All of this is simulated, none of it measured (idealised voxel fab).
Proc. module: voxel self aligned contacts
Section shown: cut. Width: 290 nm. Cell size: 5 nm, square.
We lay out every cross-section as a grid of square cells and spell it out in bands from the top down, where one band means one or more rows of cells.
Band: top and bottom heights (nm) first, top before bottom; then materials from left to right, widths in nm. "everywhere" marks a sole material filling the band edge to edge. "air" denotes empty space.
Height 0 is the level under which the wafer as received is all one material. The lowest band goes on downwards, as in "z 0 and below".
The two numbers in a width such as "30..40" mark its ends across the band: the first belongs to the top row of cells, the second to the bottom row, and from each row to the next the width moves by the same amount.
"left unchanged", as given for a step, is the statement that not any cell of the cross-section underwent a change during that step.
The label "Sealed void listing" introduces a list of the empty spaces, 8 cells or larger, that have no open way up to the top; each entry in it reads width x height at distance, where the distance is taken from the left edge and all three are stated in nm.
Where a step's line continues beyond its settings, the continuation is a remark by the simulator itself on that step.
Each step line may optionally specify "overlay nm", which for a step with a mask gives the rightward distance between the mask's planned place and where it lay, a negative value indicating the leftward direction.
Process steps (planned):
1) RECEIVE,material Si
2) CONFORMAL_DEP,material SiO2,thk nm 5
3) DIRECTIONAL_DEP,material polySi,thk nm 30
4) DIRECTIONAL_DEP,material SiN,thk nm 15
5) DIRECTIONAL_DEP,material aC,thk nm 10
6) PATTERN,tone cover,mask id GATE,material resist,width nm 35,pitch nm 70,thk nm 25,overlay nm 0
7) DIRECTIONAL_ETCH,etch materials aC,depth nm 10
8) STRIP,etch materials resist
9) DIRECTIONAL_ETCH,etch materials SiN,depth nm 15
10) DIRECTIONAL_ETCH,etch materials polySi,depth nm 30
11) STRIP,etch materials aC
12) CONFORMAL_DEP,material SiN,thk nm 5
13) DIRECTIONAL_ETCH,etch materials SiN,depth nm 5
14) FILL_DEP,material SiO2,thk nm 15
15) CMP,height nm 60
16) PATTERN,tone open,mask id CONTACT,material resist,width nm 55,thk nm 15,overlay nm 0
17) DIRECTIONAL_ETCH,etch materials SiO2,depth nm 60
18) STRIP,etch materials resist
19) CONFORMAL_DEP,material TiN,thk nm 5
20) FILL_DEP,material W,thk nm 10
21) CMP,height nm 60
22) CONFORMAL_DEP,material SiN,thk nm 5
As-received state of the wafer in cross-section, equivalent to post-step 1:
	z 0 and below  Si everywhere
	Sealed void listing: none
One mistake in running the module, otherwise start and plan as above: cross-section at the end:
	z 65 to 60  SiN everywhere
	z 60 to 50  110 nm SiO2; 5..25 nm TiN; 55..15 nm W; 5..25 nm TiN; 115 nm SiO2
	z 50 to 35  85 nm SiO2; 45 nm SiN; 5 nm TiN; 15 nm W; 5 nm TiN; 45 nm SiN; 90 nm SiO2
	z 35 to 5  85 nm SiO2; 5 nm SiN; 35 nm polySi; 5 nm SiN; 5 nm TiN; 15 nm W; 5 nm TiN; 5 nm SiN; 35 nm polySi; 5 nm SiN; 90 nm SiO2
	z 5 to 0  130 nm SiO2; 25 nm TiN; 135 nm SiO2
	z 0 and below  Si everywhere
	Sealed void listing: none
Deviation from plan: rather than as planned, step 16 actually ran as PATTERN,tone open,mask id CONTACT,material resist,width nm 65,thk nm 15,overlay nm 0
